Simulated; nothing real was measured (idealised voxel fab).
This is a process module. Its name is voxel ribs on slabs.
The cross-section shown here is cut; it is 140 nm wide and divided into square cells measuring 5 nm on a side.
Cross-section = grid of square cells, listed top down in bands; band = one or more rows.
Basically the band line says how high the top is and how high the bottom is, in nm, and then what's in it from left to right, every material with its width in nm. Empty space shows up as "empty", and if a single material carries "everywhere" it runs the full band edge to edge.
Height 0 is the level under which the wafer as received is all one material. The lowest band goes on downwards, as in "0..down".
Width "30->40": first value at the band's top row of cells, second value at its bottom row, equal change from row to row.
Given "nothing different" for a step, no cell of the cross-section differs between before and after that step.
Empty spaces counting at least 8 cells and having no open way to the top are listed in "Enclosed void entries". The notation width x height at distance is used for each, the distance being from the left edge and all three values in nm.
Read whatever lies past the settings on a step's line as the simulator's own remark about the step.
You can add "overlay nm" to a step's line. For a step with a mask, it describes how far the mask lay to the right of its planned position, and a negative number describes a lay to the left.

Set out below are the planned steps of the process
- 1: RECEIVE, material Si
- 2: DIRECTIONAL_DEP, material SiO2, thk nm 25
- 3: DIRECTIONAL_DEP, material polySi, thk nm 15
- 4: DIRECTIONAL_DEP, material aC, thk nm 10
- 5: PATTERN, tone cover, mask id RIB, material resist, width nm 25, thk nm 30, overlay nm 0
- 6: DIRECTIONAL_ETCH, etch materials aC, depth nm 10
- 7: STRIP, etch materials resist
- 8: DIRECTIONAL_ETCH, etch materials polySi, depth nm 10
- 9: STRIP, etch materials aC
- 10: DIRECTIONAL_DEP, material aC, thk nm 10
- 11: PATTERN, tone cover, mask id SLAB, material resist, width nm 65, thk nm 30, overlay nm 0
- 12: DIRECTIONAL_ETCH, etch materials aC, depth nm 10
- 13: STRIP, etch materials resist
- 14: DIRECTIONAL_ETCH, etch materials polySi, depth nm 5
- 15: STRIP, etch materials aC
- 16: FILL_DEP, material SiO2, thk nm 25
- 17: CMP, height nm 60
- 18: DIRECTIONAL_DEP, material TiN, thk nm 10
- 19: DIRECTIONAL_DEP, material aC, thk nm 10
- 20: PATTERN, tone cover, mask id HEATER, material resist, width nm 35, thk nm 25, overlay nm 0
- 21: DIRECTIONAL_ETCH, etch materials aC, depth nm 10
- 22: STRIP, etch materials resist
- 23: DIRECTIONAL_ETCH, etch materials TiN, depth nm 10
- 24: STRIP, etch materials aC
- 25: CONFORMAL_DEP, material SiO2, thk nm 10

First wafer of two (run as planned)

Delivered wafer in cross-section: state after step 1
	0..down | Si everywhere
	Enclosed void entries: none

After step 2
	25..0 | SiO2 everywhere
	Everything under 0 stays put, no change at all.

After step 3
	40..25 | polySi everywhere
	Everything under 25 stays put, no change at all.

After step 4
	50..40 | aC everywhere
	Everything under 40 stays put, no change at all.

After step 5
	80..50 | 55 of empty / 25 of resist / 60 of empty
	Everything under 50 stays put, no change at all.

After step 6
	70..50 | 55 of empty / 25 of resist / 60 of empty
	50..40 | 55 of empty / 25 of aC / 60 of empty
	Everything under 40 stays put, no change at all.

After step 7
	50..40 | 55 of empty / 25 of aC / 60 of empty
	Everything under 40 stays put, no change at all.

After step 8
	50..40 | 55 of empty / 25 of aC / 60 of empty
	40..30 | 55 of empty / 25 of polySi / 60 of empty
	Everything under 30 stays put, no change at all.

After step 9
	40..30 | 55 of empty / 25 of polySi / 60 of empty
	Everything under 30 stays put, no change at all.

After step 10
	50..40 | 55 of empty / 25 of aC / 60 of empty
	40..30 | 55 of aC / 25 of polySi / 60 of aC
	Everything under 30 stays put, no change at all.

After step 11
	80..50 | 35 of empty / 65 of resist / 40 of empty
	50..40 | 35 of empty / 20 of resist / 25 of aC / 20 of resist / 40 of empty
	Everything under 40 stays put, no change at all.

After step 12
	70..50 | 35 of empty / 65 of resist / 40 of empty
	50..40 | 35 of empty / 20 of resist / 25 of aC / 20 of resist / 40 of empty
	40..30 | 35 of empty / 20 of aC / 25 of polySi / 20 of aC / 40 of empty
	Everything under 30 stays put, no change at all.

After step 13
	50..40 | 55 of empty / 25 of aC / 60 of empty
	Everything under 40 stays put, no change at all.

After step 14
	50..40 | 55 of empty / 25 of aC / 60 of empty
	40..30 | 35 of empty / 20 of aC / 25 of polySi / 20 of aC / 40 of empty
	30..25 | 35 of empty / 65 of polySi / 40 of empty
	Everything under 25 stays put, no change at all.

After step 15
	40..30 | 55 of empty / 25 of polySi / 60 of empty
	Everything under 30 stays put, no change at all.

After step 16
	65..40 | SiO2 everywhere
	40..30 | 55 of SiO2 / 25 of polySi / 60 of SiO2
	30..25 | 35 of SiO2 / 65 of polySi / 40 of SiO2
	Everything under 25 stays put, no change at all.

After step 17
	60..40 | SiO2 everywhere
	Everything under 40 stays put, no change at all.

After step 18
	70..60 | TiN everywhere
	Everything under 60 stays put, no change at all.

After step 19
	80..70 | aC everywhere
	Everything under 70 stays put, no change at all.

After step 20
	105..80 | 50 of empty / 35 of resist / 55 of empty
	Everything under 80 stays put, no change at all.

After step 21
	95..80 | 50 of empty / 35 of resist / 55 of empty
	80..70 | 50 of empty / 35 of aC / 55 of empty
	Everything under 70 stays put, no change at all.

After step 22
	80..70 | 50 of empty / 35 of aC / 55 of empty
	Everything under 70 stays put, no change at all.

After step 23
	80..70 | 50 of empty / 35 of aC / 55 of empty
	70..60 | 50 of empty / 35 of TiN / 55 of empty
	Everything under 60 stays put, no change at all.

After step 24
	70..60 | 50 of empty / 35 of TiN / 55 of empty
	Everything under 60 stays put, no change at all.

After step 25
	80..70 | 40 of empty / 55 of SiO2 / 45 of empty
	70..60 | 50 of SiO2 / 35 of TiN / 55 of SiO2
	Everything under 60 stays put, no change at all.

The remaining wafer, second of the two, started like the first and was run to the same plan, except that one mistake was made along the way; the two coincide through step 17, inclusive

Second wafer, sectioned view, at step 18's planned end time
	75..60 | TiN everywhere
	Everything under 60 stays put, no change at all.

Second wafer, sectioned view, at step 19's planned end time
	85..75 | aC everywhere
	Everything under 75 stays put, no change at all.

Second wafer, sectioned view, at step 20's planned end time
	110..85 | 50 of empty / 35 of resist / 55 of empty
	Everything under 85 stays put, no change at all.

Second wafer, sectioned view, at step 21's planned end time
	100..85 | 50 of empty / 35 of resist / 55 of empty
	85..75 | 50 of empty / 35 of aC / 55 of empty
	Everything under 75 stays put, no change at all.

Second wafer, sectioned view, at step 22's planned end time
	85..75 | 50 of empty / 35 of aC / 55 of empty
	Everything under 75 stays put, no change at all.

Second wafer, sectioned view, at step 23's planned end time
	85..75 | 50 of empty / 35 of aC / 55 of empty
	75..65 | 50 of empty / 35 of TiN / 55 of empty
	Everything under 65 stays put, no change at all.

Second wafer, sectioned view, at step 24's planned end time
	75..65 | 50 of empty / 35 of TiN / 55 of empty
	Everything under 65 stays put, no change at all.

Second wafer, sectioned view, at step 25's planned end time
	85..75 | 40 of empty / 55 of SiO2 / 45 of empty
	75..65 | 50 of SiO2 / 35 of TiN / 55 of SiO2
	Everything under 65 stays put, no change at all.
What was the processing mistake? step 18 was processed under conditions differing from the plan, specifically as DIRECTIONAL_DEP, material TiN, thk nm 15
Bottom line after processing is that, in cells, the second wafer is up or down on some materials versus the first: +28 TiN
